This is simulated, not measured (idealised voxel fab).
The document below concerns the process module designated voxel transistor to metal.
The figure presents cross-section cut, which has a width of 165 nm and is divided into square cells with an edge length of 5 nm.
We lay out every cross-section as a grid of square cells and spell it out in bands from the top down, where one band means one or more rows of cells. In this notation a band is specified by the heights of its top and bottom, in that order and in nm, after which its materials appear from left to right, each paired with its width in nm. The word "everywhere" attached to a single material means that material fills the band from edge to edge; the word "empty" stands for empty space. It should be noted that heights are counted from 0, beneath which the wafer as supplied is of one material throughout, and that the lowest band possesses no lower boundary but continues downward, as written in "from 0 down". The two numbers in a width such as "30->40" mark its ends across the band: the first belongs to the top row of cells, the second to the bottom row, and from each row to the next the width moves by the same amount. Reading "same as before" for a step: not a cell of the cross-section changed in it. If an empty space has no open way to the top and is at least 8 cells in size, "Sealed void list" lists it, written width x height at distance, where distance is measured from the left edge and every value is in nm. Read whatever lies past the settings on a step's line as the simulator's own remark about the step. When a step includes a mask, the "overlay nm" setting on its line states how far to the right of its planned place that mask lay, and negative values state how far to the left.

Intended process steps:
1) RECEIVE [material Si]
2) CONFORMAL_DEP [material SiO2] [thk nm 5]
3) CONFORMAL_DEP [material SiN] [thk nm 10]
4) DIRECTIONAL_DEP [material aC] [thk nm 15]
5) PATTERN [tone cover] [mask id ACTIVE] [material resist] [width nm 95] [thk nm 30] [overlay nm 0]
6) DIRECTIONAL_ETCH [etch materials aC] [depth nm 15]
7) STRIP [etch materials resist]
8) DIRECTIONAL_ETCH [etch materials SiN] [depth nm 10]
9) DIRECTIONAL_ETCH [etch materials SiO2] [depth nm 5]
10) DIRECTIONAL_ETCH [etch materials Si] [depth nm 20]
11) STRIP [etch materials aC]
12) OXIDIZE [depth nm 5]
13) FILL_DEP [material SiO2] [thk nm 15]
14) CMP [height nm 15]
15) SELECTIVE_ETCH [etch materials SiO2] [depth nm 5]
16) STRIP [etch materials SiN]
17) SELECTIVE_ETCH [etch materials SiO2] [depth nm 5]
18) OXIDIZE [depth nm 5]
19) DIRECTIONAL_DEP [material polySi] [thk nm 20]
20) DIRECTIONAL_DEP [material SiCN] [thk nm 15]
21) PATTERN [tone cover] [mask id GATE] [material resist] [width nm 15] [thk nm 20] [overlay nm 0]
22) DIRECTIONAL_ETCH [etch materials SiCN] [depth nm 25]
23) DIRECTIONAL_ETCH [etch materials polySi] [depth nm 30]
24) STRIP [etch materials resist]
25) CONFORMAL_DEP [material SiN] [thk nm 5]
26) DIRECTIONAL_ETCH [etch materials SiN] [depth nm 5]
27) DIRECTIONAL_ETCH [etch materials SiO2] [depth nm 5]
28) EPI [material SiGe] [thk nm 5]
29) FILL_DEP [material SiO2] [thk nm 10]
30) CMP [height nm 35]
31) DIRECTIONAL_DEP [material SiO2] [thk nm 10]
32) PATTERN [tone open] [mask id CONTACT] [material resist] [width nm 20] [pitch nm 65] [thk nm 15] [overlay nm 0]
33) DIRECTIONAL_ETCH [etch materials SiO2] [depth nm 45]
34) STRIP [etch materials resist]
35) CONFORMAL_DEP [material TiN] [thk nm 5]
36) FILL_DEP [material Ru] [thk nm 5]
37) CMP [height nm 45]
38) DIRECTIONAL_DEP [material TiN] [thk nm 5]
39) DIRECTIONAL_DEP [material Ru] [thk nm 20]
40) MASKED_ETCH [tone cover] [mask id METAL_1] [width nm 20] [pitch nm 65] [etch materials Ru] [depth nm 20] [overlay nm 0]
41) MASKED_ETCH [tone cover] [mask id METAL_1] [width nm 20] [pitch nm 65] [etch materials TiN] [depth nm 5] [overlay nm 0]
42) FILL_DEP [material SiO2] [thk nm 10]
43) CMP [height nm 70]
44) CONFORMAL_DEP [material SiN] [thk nm 5]

As-received state of the wafer in cross-section, equivalent to post-step 1:
- from 0 down | Si everywhere
- Sealed void list: none

The following cross-section depicts the wafer upon conclusion of the module. Processing commenced from the starting condition illustrated above and adhered to the plan illustrated above, save for one mistake in execution:
- from 75 to 70 | SiN everywhere
- from 70 to 65 | 40 SiO2, then 20 TiN, then 45 SiO2, then 20 TiN, then 40 SiO2
- from 65 to 45 | Ru everywhere
- from 45 to 35 | 40 SiO2, then 5 TiN, then 10 Ru, then 5 TiN, then 45 SiO2, then 5 TiN, then 10 Ru, then 5 TiN, then 40 SiO2
- from 35 to 20 | 40 SiO2, then 5 TiN, then 10 Ru, then 5 TiN, then 10 SiO2, then 5 SiN, then 15 SiCN, then 5 SiN, then 10 SiO2, then 5 TiN, then 10 Ru, then 5 TiN, then 40 SiO2
- from 20 to 5 | 40 SiO2, then 5 TiN, then 10 Ru, then 5 TiN, then 10 SiO2, then 5 SiN, then 15 polySi, then 5 SiN, then 10 SiO2, then 5 TiN, then 10 Ru, then 5 TiN, then 40 SiO2
- from 5 to 0 | 30 SiO2, then 5 SiN, then 5 SiO2, then 20 TiN, then 10 SiO2, then 5 SiN, then 15 polySi, then 5 SiN, then 10 SiO2, then 20 TiN, then 5 SiO2, then 5 SiN, then 30 SiO2
- from 0 to -5 | 35 SiO2, then 35 SiGe, then 25 SiO2, then 35 SiGe, then 35 SiO2
- from -5 to -25 | 40 SiO2, then 85 Si, then 40 SiO2
- from -25 down | Si everywhere
- Sealed void list: none
So what did we get wrong on this run? note: step 38 <-> step 39, run order reversed vs plan
